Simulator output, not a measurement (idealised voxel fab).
The name of this process module is voxel transistor to metal.
Shown is cross-section cut, with a width of 165 nm and square cells of size 5 nm.
Format of a cross-section: grid, square cells. Given as bands. Order: top down. Band: one or more rows of cells.
The entry gives the band's vertical extent as a top height and a bottom height in nm, then its horizontal make-up as materials from left to right, each with a width in nm. "empty" stands for empty space; a single material marked "edge to edge" fills the band edge to edge.
Heights are reckoned from 0. Under this level, the received wafer is all of one material. The bottommost band is open-ended downward, for example "top 0, no bottom".
The two numbers in a width such as "30 to 40" mark its ends across the band: the first belongs to the top row of cells, the second to the bottom row, and from each row to the next the width moves by the same amount.
Reading "left unchanged" for a step: not a cell of the cross-section changed in it.
"Entrapped voids": sealed empty spaces, 8 cells or more, no open way to top, listed width x height at distance, with distance from the left edge and width, height and distance in nm.
The remark found on a step's line after its settings is issued by the simulator itself and pertains to that step.
overlay nm: for a step with a mask, the amount by which the mask lay right of where it was planned; a negative amount means left of it.
[Steps in the process plan]
- 1: RECEIVE (material Si)
- 2: CONFORMAL_DEP (material SiO2; thk nm 5)
- 3: CONFORMAL_DEP (material SiN; thk nm 10)
- 4: PATTERN (tone cover; mask id ACTIVE; material resist; width nm 105; thk nm 15; overlay nm 0)
- 5: DIRECTIONAL_ETCH (etch materials SiN; depth nm 10)
- 6: DIRECTIONAL_ETCH (etch materials SiO2; depth nm 5)
- 7: DIRECTIONAL_ETCH (etch materials Si; depth nm 20)
- 8: STRIP (etch materials resist)
- 9: FILL_DEP (material SiO2; thk nm 10)
- 10: CMP (height nm 15)
- 11: SELECTIVE_ETCH (etch materials SiO2; depth nm 5)
- 12: STRIP (etch materials SiN)
- 13: SELECTIVE_ETCH (etch materials SiO2; depth nm 5)
- 14: OXIDIZE (depth nm 5)
- 15: DIRECTIONAL_DEP (material polySi; thk nm 25)
- 16: DIRECTIONAL_DEP (material SiCN; thk nm 10)
- 17: DIRECTIONAL_DEP (material aC; thk nm 15)
- 18: PATTERN (tone cover; mask id GATE; material resist; width nm 15; thk nm 30; overlay nm 0)
- 19: DIRECTIONAL_ETCH (etch materials aC; depth nm 15)
- 20: STRIP (etch materials resist)
- 21: DIRECTIONAL_ETCH (etch materials SiCN; depth nm 20)
- 22: DIRECTIONAL_ETCH (etch materials polySi; depth nm 35)
- 23: STRIP (etch materials aC)
- 24: CONFORMAL_DEP (material SiO2; thk nm 5)
- 25: DIRECTIONAL_ETCH (etch materials SiO2; depth nm 5)
- 26: CONFORMAL_DEP (material SiN; thk nm 5)
- 27: DIRECTIONAL_ETCH (etch materials SiN; depth nm 5)
- 28: DIRECTIONAL_ETCH (etch materials SiO2; depth nm 5)
- 29: EPI (material SiGe; thk nm 5)
- 30: FILL_DEP (material SiO2; thk nm 10)
- 31: CMP (height nm 35)
- 32: DIRECTIONAL_DEP (material SiO2; thk nm 10)
- 33: PATTERN (tone open; mask id CONTACT; material resist; width nm 20; pitch nm 65; thk nm 20; overlay nm 0)
- 34: DIRECTIONAL_ETCH (etch materials SiO2; depth nm 45)
- 35: STRIP (etch materials resist)
- 36: CONFORMAL_DEP (material TiN; thk nm 5)
- 37: FILL_DEP (material Ru; thk nm 5)
- 38: CMP (height nm 45)
- 39: DIRECTIONAL_DEP (material TiN; thk nm 5)
- 40: DIRECTIONAL_DEP (material W; thk nm 20)
- 41: MASKED_ETCH (tone cover; mask id METAL_1; width nm 20; pitch nm 65; etch materials W; depth nm 20; overlay nm 0)
- 42: MASKED_ETCH (tone cover; mask id METAL_1; width nm 20; pitch nm 65; etch materials TiN; depth nm 5; overlay nm 0)
- 43: CONFORMAL_DEP (material SiCN; thk nm 5)
- 44: FILL_DEP (material lowk; thk nm 10)
- 45: CMP (height nm 70)
- 46: CONFORMAL_DEP (material SiN; thk nm 5)
[Cross-sectional view of the wafer in its as-received condition, corresponding to the state after step 1]
* top 0, no bottom  Si edge to edge
* Entrapped voids: none
[End-of-module cross-section of the first of two wafers, processed as planned]
* top 75, bottom 70  SiN edge to edge
* top 70, bottom 50  lowk=35 | SiCN=5 | W=20 | SiCN=5 | lowk=35 | SiCN=5 | W=20 | SiCN=5 | lowk=35
* top 50, bottom 45  SiCN=40 | TiN=20 | SiCN=45 | TiN=20 | SiCN=40
* top 45, bottom 35  SiO2=40 | TiN=5 | Ru=10 | TiN=5 | SiO2=45 | TiN=5 | Ru=10 | TiN=5 | SiO2=40
* top 35, bottom 25  SiO2=40 | TiN=5 | Ru=10 | TiN=5 | SiO2=5 | SiN=5 | SiO2=5 | SiCN=15 | SiO2=5 | SiN=5 | SiO2=5 | TiN=5 | Ru=10 | TiN=5 | SiO2=40
* top 25, bottom 5  SiO2=40 | TiN=5 | Ru=10 | TiN=5 | SiO2=5 | SiN=5 | SiO2=5 | polySi=15 | SiO2=5 | SiN=5 | SiO2=5 | TiN=5 | Ru=10 | TiN=5 | SiO2=40
* top 5, bottom 0  SiO2=30 | SiN=5 | SiO2=5 | TiN=20 | SiO2=5 | SiN=5 | SiO2=5 | polySi=15 | SiO2=5 | SiN=5 | SiO2=5 | TiN=20 | SiO2=5 | SiN=5 | SiO2=30
* top 0, bottom -5  SiO2=35 | SiGe=30 | SiO2=35 | SiGe=30 | SiO2=35
* top -5, bottom -20  SiO2=30 | Si=105 | SiO2=30
* top -20, no bottom  Si edge to edge
* Entrapped voids: none
[Wafer two (of two), end-of-module cross-section: start = wafer one, plan = wafer one, one run mistake]
* top 75, bottom 70  SiN edge to edge
* top 70, bottom 55  lowk=35 | SiCN=5 | W=20 | SiCN=5 | lowk=35 | SiCN=5 | W=20 | SiCN=5 | lowk=35
* top 55, bottom 50  lowk=25 | SiCN=15 | W=20 | SiCN=5 | lowk=25 | SiCN=15 | W=20 | SiCN=5 | lowk=35
* top 50, bottom 45  SiCN=30 | TiN=30 | SiCN=35 | TiN=30 | SiCN=40
* top 45, bottom 35  SiO2=40 | TiN=5 | Ru=10 | TiN=5 | SiO2=45 | TiN=5 | Ru=10 | TiN=5 | SiO2=40
* top 35, bottom 25  SiO2=40 | TiN=5 | Ru=10 | TiN=5 | SiO2=5 | SiN=5 | SiO2=5 | SiCN=15 | SiO2=5 | SiN=5 | SiO2=5 | TiN=5 | Ru=10 | TiN=5 | SiO2=40
* top 25, bottom 5  SiO2=40 | TiN=5 | Ru=10 | TiN=5 | SiO2=5 | SiN=5 | SiO2=5 | polySi=15 | SiO2=5 | SiN=5 | SiO2=5 | TiN=5 | Ru=10 | TiN=5 | SiO2=40
* top 5, bottom 0  SiO2=30 | SiN=5 | SiO2=5 | TiN=20 | SiO2=5 | SiN=5 | SiO2=5 | polySi=15 | SiO2=5 | SiN=5 | SiO2=5 | TiN=20 | SiO2=5 | SiN=5 | SiO2=30
* top 0, bottom -5  SiO2=35 | SiGe=30 | SiO2=35 | SiGe=30 | SiO2=35
* top -5, bottom -20  SiO2=30 | Si=105 | SiO2=30
* top -20, no bottom  Si edge to edge
* Entrapped voids: none
The plan and the run diverged here: it should be noted that step 42 was executed with settings other than those planned, the operation and settings actually applied being MASKED_ETCH (tone cover; mask id METAL_1; width nm 20; pitch nm 65; etch materials TiN; depth nm 5; overlay nm -10)
The final cell counts differ between the wafers, with the second having more or fewer of some materials than the first: +4 TiN; -4 lowk
